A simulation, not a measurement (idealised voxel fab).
This section sets out a process module, namely voxel capacitor over wiring.
For reference, the cross-section in this document is cut, with width 225 nm and square cells of 5 nm.
The cross-sections in this document take the form of a grid made of square cells. They are written out as bands, in order from top to bottom. Each band consists of one or more rows of cells. Basically the band line says how high the top is and how high the bottom is, in nm, and then what's in it from left to right, every material with its width in nm. Empty space shows up as "empty", and if a single material carries "throughout" it runs the full band edge to edge. Where do heights start? At 0: under that level the wafer as delivered is made of one material only. And the lowest band has no floor; it just carries on downward, as in "z 0 and below". The expression "30 to 40" gives the width at the extremes of the band, the first number at its top row of cells and the second at its bottom row, with the width changing by equal amounts from each row to the next in between. It should be understood that the words "no modifications", when stated for a given step, signify that the cross-section underwent no change in any of its cells during that step. Entrapped voids: empty space of 8 cells or more with no open way to the top, each as width x height at its distance from the left edge, in nm. On a step's line, text after the settings is the simulator commenting on that step. overlay nm: for a step with a mask, the amount by which the mask lay right of where it was planned; a negative amount means left of it.

This section lists the process steps that were planned
1,RECEIVE | material Si
2,CONFORMAL_DEP | material SiO2 | thk nm 15
3,CONFORMAL_DEP | material SiN | thk nm 5
4,DIRECTIONAL_DEP | material SiO2 | thk nm 15
5,DIRECTIONAL_DEP | material aC | thk nm 10
6,PATTERN | tone open | mask id METAL_1 | material resist | width nm 20 | pitch nm 90 | thk nm 25 | overlay nm 0
7,DIRECTIONAL_ETCH | etch materials aC | depth nm 10
8,STRIP | etch materials resist
9,DIRECTIONAL_ETCH | etch materials SiO2 | depth nm 15
10,DIRECTIONAL_ETCH | etch materials SiN | depth nm 5
11,STRIP | etch materials aC
12,CONFORMAL_DEP | material TiN | thk nm 5
13,FILL_DEP | material Cu | thk nm 10
14,CMP | height nm 35
15,EPI | material Ru | thk nm 5
16,FILL_DEP | material SiCN | thk nm 5
17,DIRECTIONAL_DEP | material SiO2 | thk nm 20
18,PATTERN | tone open | mask id PLUG_1 | material resist | width nm 15 | thk nm 15 | overlay nm 0
19,DIRECTIONAL_ETCH | etch materials SiO2 | depth nm 20
20,DIRECTIONAL_ETCH | etch materials SiCN | depth nm 5
21,STRIP | etch materials resist
22,EPI | material Ru | thk nm 10
23,EPI | material Ru | thk nm 10
24,EPI | material Ru | thk nm 5
25,DIRECTIONAL_DEP | material TiN | thk nm 10
26,DIRECTIONAL_DEP | material SiN | thk nm 5
27,DIRECTIONAL_DEP | material TiN | thk nm 5
28,MASKED_ETCH | tone cover | mask id UPPER_PLATE | width nm 75 | etch materials TiN | depth nm 5 | overlay nm 0
29,MASKED_ETCH | tone cover | mask id UPPER_PLATE | width nm 75 | etch materials SiN | depth nm 5 | overlay nm 0
30,PATTERN | tone cover | mask id LOWER_PLATE | material resist | width nm 85 | thk nm 15 | overlay nm 0
31,DIRECTIONAL_ETCH | etch materials TiN | depth nm 10
32,STRIP | etch materials resist
33,FILL_DEP | material SiO2 | thk nm 20
34,CMP | height nm 100
35,MASKED_ETCH | tone open | mask id PLUG_2 | width nm 15 | etch materials SiO2 | depth nm 15 | overlay nm 0
36,CONFORMAL_DEP | material TiN | thk nm 5
37,FILL_DEP | material Cu | thk nm 5
38,CMP | height nm 100
39,CONFORMAL_DEP | material SiCN | thk nm 5

Received-state cross-section, reflecting completion of step 1
    z 0 and below | Si throughout
    Entrapped voids: none

The first of the two wafers as seen in cross-section once the module was finished; processing followed the plan
    z 105 to 100 | SiCN throughout
    z 100 to 90 | SiO2: 70; TiN: 5; Cu: 5; TiN: 5; SiO2: 140
    z 90 to 80 | SiO2: 70 to 60; TiN: 15 to 75; SiO2: 140 to 90
    z 80 to 75 | SiO2: 60; SiN: 75; SiO2: 90
    z 75 to 65 | SiO2: 55; TiN: 85; SiO2: 85
    z 65 to 45 | SiO2: 60; Ru: 15; SiO2: 150
    z 45 to 40 | SiCN: 60; Ru: 15; SiCN: 150
    z 40 to 35 | SiCN: 50; Ru: 30; SiCN: 60; Ru: 30; SiCN: 55
    z 35 to 20 | SiO2: 55; TiN: 5; Cu: 10; TiN: 5; SiO2: 70; TiN: 5; Cu: 10; TiN: 5; SiO2: 60
    z 20 to 15 | SiN: 55; TiN: 20; SiN: 70; TiN: 20; SiN: 60
    z 15 to 0 | SiO2 throughout
    z 0 and below | Si throughout
    Entrapped voids: none

End of module, second wafer, cross-section. Started like the first, planned like the first, run with one mistake
    z 105 to 100 | SiCN throughout
    z 100 to 90 | SiO2: 70; TiN: 5; Cu: 5; TiN: 5; SiO2: 140
    z 90 to 80 | SiO2: 70 to 60; TiN: 15 to 75; SiO2: 140 to 90
    z 80 to 75 | SiO2: 60; SiN: 85; SiO2: 80
    z 75 to 65 | SiO2: 55; TiN: 90; SiO2: 80
    z 65 to 45 | SiO2: 60; Ru: 15; SiO2: 150
    z 45 to 40 | SiCN: 60; Ru: 15; SiCN: 150
    z 40 to 35 | SiCN: 50; Ru: 30; SiCN: 60; Ru: 30; SiCN: 55
    z 35 to 20 | SiO2: 55; TiN: 5; Cu: 10; TiN: 5; SiO2: 70; TiN: 5; Cu: 10; TiN: 5; SiO2: 60
    z 20 to 15 | SiN: 55; TiN: 20; SiN: 70; TiN: 20; SiN: 60
    z 15 to 0 | SiO2 throughout
    z 0 and below | Si throughout
    Entrapped voids: none
What was the processing mistake? step 29 was processed under conditions differing from the plan, specifically as MASKED_ETCH | tone cover | mask id UPPER_PLATE | width nm 75 | etch materials SiN | depth nm 5 | overlay nm 10
Final difference in cells, second wafer against first, listed per material as more or fewer: SiN: 2 more; SiO2: 4 fewer; TiN: 2 more
